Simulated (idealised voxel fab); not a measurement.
The process module that follows is named voxel released beams.
Each square cell in cross-section cut measures 5 nm, and the section as a whole is 275 nm wide.
Format of a cross-section: grid, square cells. Given as bands. Order: top down. Band: one or more rows of cells.
Top height, bottom height, nm. Materials left to right, width each, nm. Single material + "throughout" = fills band edge to edge. "empty" = empty.
Convention: height 0 is the level below which the wafer, as received, is all one material. The lowest band does not terminate at the bottom but continues downward, represented as "0 down".
A two-number width, for instance "30->40", indicates that the width is equal to the first number in the top row of the band and to the second number in the bottom row, and that it changes by a constant amount per row of cells.
"no change occurred", as given for a step, is the statement that not any cell of the cross-section underwent a change during that step.
"Closed internal voids" specifies each empty space that is not open to the top and that occupies no fewer than 8 cells, using the form width x height at distance, the distance measured from the left edge and all three quantities in nm.
Whatever follows a step's settings on its line is a remark the simulator itself makes about that step.
The "overlay nm" setting may appear on a step's line; for a step that uses a mask, it gives how far to the right of its planned position the mask lay, and a negative value indicates the left.

SO HERE'S THE LINEUP OF PROCESS STEPS WE PLANNED
1) RECEIVE: material Si
2) CONFORMAL_DEP: material SiN, thk nm 5
3) DIRECTIONAL_DEP: material SiO2, thk nm 20
4) MASKED_ETCH: tone open, mask id ANCHOR, width nm 35, etch materials SiO2, depth nm 20, overlay nm 0
5) CONFORMAL_DEP: material TiN, thk nm 10
6) MASKED_ETCH: tone cover, mask id BEAM, width nm 85, etch materials TiN, depth nm 10, overlay nm 0
7) STRIP: etch materials SiO2

SHOWN IN CROSS-SECTION IS THE WAFER AS RECEIVED, THAT IS, AS IT STANDS AFTER STEP 1
> 0 down = Si throughout
> Closed internal voids: none

POST-MODULE CROSS-SECTION: IDENTICAL START AND PLAN TO THOSE ABOVE, ONE MISSTEP IN EXECUTION
> 15 to 5 = 90 nm empty; 85 nm TiN; 100 nm empty
> 5 to 0 = SiN throughout
> 0 down = Si throughout
> Closed internal voids: none
Deviation from plan: step 3 of the plan got skipped, so it never ran
